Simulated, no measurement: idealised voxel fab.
process module | voxel double patterning
cross-section cut | 260 nm wide | cells 5 nm
A cross-section is a grid of square cells, given in bands from the top down. A band is one or more rows of cells.
Each band's line starts with the height of the band's top and of its bottom, in nm. Then come its materials from left to right, each with its width in nm. One material with "throughout" fills the band from edge to edge. "air" is empty space.
Height 0 is the level under which the wafer as received is all one material. The lowest band goes on downwards, as in "0 down".
A width such as "30 to 40" changes by the same amount from each row of cells to the next, from the band's top row to its bottom row.
"no change" after a step means that no cell of the cross-section changed.
closed voids: empty space of 8 cells or more with no open way to the top, each as width x height at its distance from the left edge, in nm
after a step's settings: what the simulator itself notes on the step
overlay nm, on a step with a mask: how far to the right of its planned place the mask lay; to the left if negative
plan
1 op RECEIVE | material Si
2 op CONFORMAL_DEP | material SiO2 | thk nm 10
3 op DIRECTIONAL_DEP | material TiN | thk nm 15
4 op DIRECTIONAL_DEP | material SiCN | thk nm 5
5 op MASKED_ETCH | tone open | mask id FIRST | width nm 15 | pitch nm 50 | etch materials SiCN | depth nm 5 | overlay nm 0
6 op DIRECTIONAL_DEP | material aC | thk nm 15
7 op PATTERN | tone open | mask id SECOND | material resist | width nm 15 | pitch nm 50 | thk nm 35 | overlay nm 0
8 op DIRECTIONAL_ETCH | etch materials aC | depth nm 15
9 op STRIP | etch materials resist
10 op DIRECTIONAL_ETCH | etch materials SiCN | depth nm 5
11 op STRIP | etch materials aC
12 op DIRECTIONAL_ETCH | etch materials TiN | depth nm 15
13 op STRIP | etch materials SiCN
as received, after step 1
  0 down: Si throughout
  closed voids: none
first wafer at the end, as planned
  25 to 10: TiN 70 | air 15 | TiN 10 | air 15 | TiN 10 | air 15 | TiN 10 | air 15 | TiN 10 | air 15 | TiN 75
  10 to 0: SiO2 throughout
  0 down: Si throughout
  closed voids: none
second wafer at the end: like start, like plan, one mistake
  25 to 10: air 70 | TiN 15 | air 35 | TiN 15 | air 35 | TiN 15 | air 75
  10 to 0: SiO2 throughout
  0 down: Si throughout
  closed voids: none
what went wrong: step 5 ran as: op MASKED_ETCH | tone cover | mask id FIRST | width nm 15 | pitch nm 50 | etch materials SiCN | depth nm 5 | overlay nm 0
at the end the second wafer has, in cells: 84 fewer of TiN
